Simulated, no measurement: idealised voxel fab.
The process module that follows is named voxel ribs on slabs.
The figure presents cross-section cut, which has a width of 200 nm and is divided into square cells with an edge length of 5 nm.
A cross-section is written here as square cells arranged in a grid, and it is given in bands from the top down, each band taking up one or more rows of cells.
For a band, the entry starts with two heights in nm, that of the top and then that of the bottom, and carries on with the band's materials in order from left to right, each alongside its width in nm; the word "everywhere" beside a single material means it fills the band edge to edge, and "blank" means empty space.
Basically, 0 is our baseline, since under it the wafer straight out of the box is all one material. The bottom band has no lower end and keeps on going down, so it looks like "0 and below".
A two-number width, for instance "30->40", indicates that the width is equal to the first number in the top row of the band and to the second number in the bottom row, and that it changes by a constant amount per row of cells.
Reading "remained unchanged" for a step: not a cell of the cross-section changed in it.
Heads up: "Enclosed internal cavities" only lists the empty pockets with no open path to the top that are 8 cells or more, and it writes them as width x height at distance, distance from the left edge, in nm.
Anything after a step's settings on that line? It's the simulator's own note about the step.
The "overlay nm" setting may appear on a step's line; for a step that uses a mask, it gives how far to the right of its planned position the mask lay, and a negative value indicates the left.
Listed below are the process steps as planned
step 1: RECEIVE with material Si
step 2: DIRECTIONAL_DEP with material SiO2, thk nm 20
step 3: DIRECTIONAL_DEP with material polySi, thk nm 15
step 4: DIRECTIONAL_DEP with material aC, thk nm 10
step 5: PATTERN with tone cover, mask id RIB, material resist, width nm 30, thk nm 30, overlay nm 0
step 6: DIRECTIONAL_ETCH with etch materials aC, depth nm 10
step 7: STRIP with etch materials resist
step 8: DIRECTIONAL_ETCH with etch materials polySi, depth nm 10
step 9: STRIP with etch materials aC
step 10: MASKED_ETCH with tone cover, mask id SLAB, width nm 60, etch materials polySi, depth nm 5, overlay nm 0
step 11: FILL_DEP with material SiO2, thk nm 20
step 12: CMP with height nm 45
step 13: DIRECTIONAL_DEP with material TiN, thk nm 10
step 14: DIRECTIONAL_DEP with material aC, thk nm 10
step 15: PATTERN with tone cover, mask id HEATER, material resist, width nm 30, thk nm 30, overlay nm 0
step 16: DIRECTIONAL_ETCH with etch materials aC, depth nm 10
step 17: STRIP with etch materials resist
step 18: DIRECTIONAL_ETCH with etch materials TiN, depth nm 10
step 19: STRIP with etch materials aC
step 20: CONFORMAL_DEP with material SiO2, thk nm 5
Wafers differ in width nm at step 15; plan lists the first wafer's value; identical starting state.
Cut through the first of several wafers as received, post step 1
> 0 and below = Si everywhere
> Enclosed internal cavities: none
The table below has one row for each wafer; a row shows, as of the end of the module, how many cells of each material the wafer has gained, marked (+), or lost, marked (-), since it was received, and then the wafer's closed voids
width nm 30, +380 SiO2, +12 TiN, +24 polySi, Enclosed internal cavities: none
width nm 35, +380 SiO2, +14 TiN, +24 polySi, Enclosed internal cavities: none
width nm 40, +380 SiO2, +16 TiN, +24 polySi, Enclosed internal cavities: none
width nm 45, +380 SiO2, +18 TiN, +24 polySi, Enclosed internal cavities: none
width nm 50, +380 SiO2, +20 TiN, +24 polySi, Enclosed internal cavities: none
width nm 55, +380 SiO2, +22 TiN, +24 polySi, Enclosed internal cavities: none
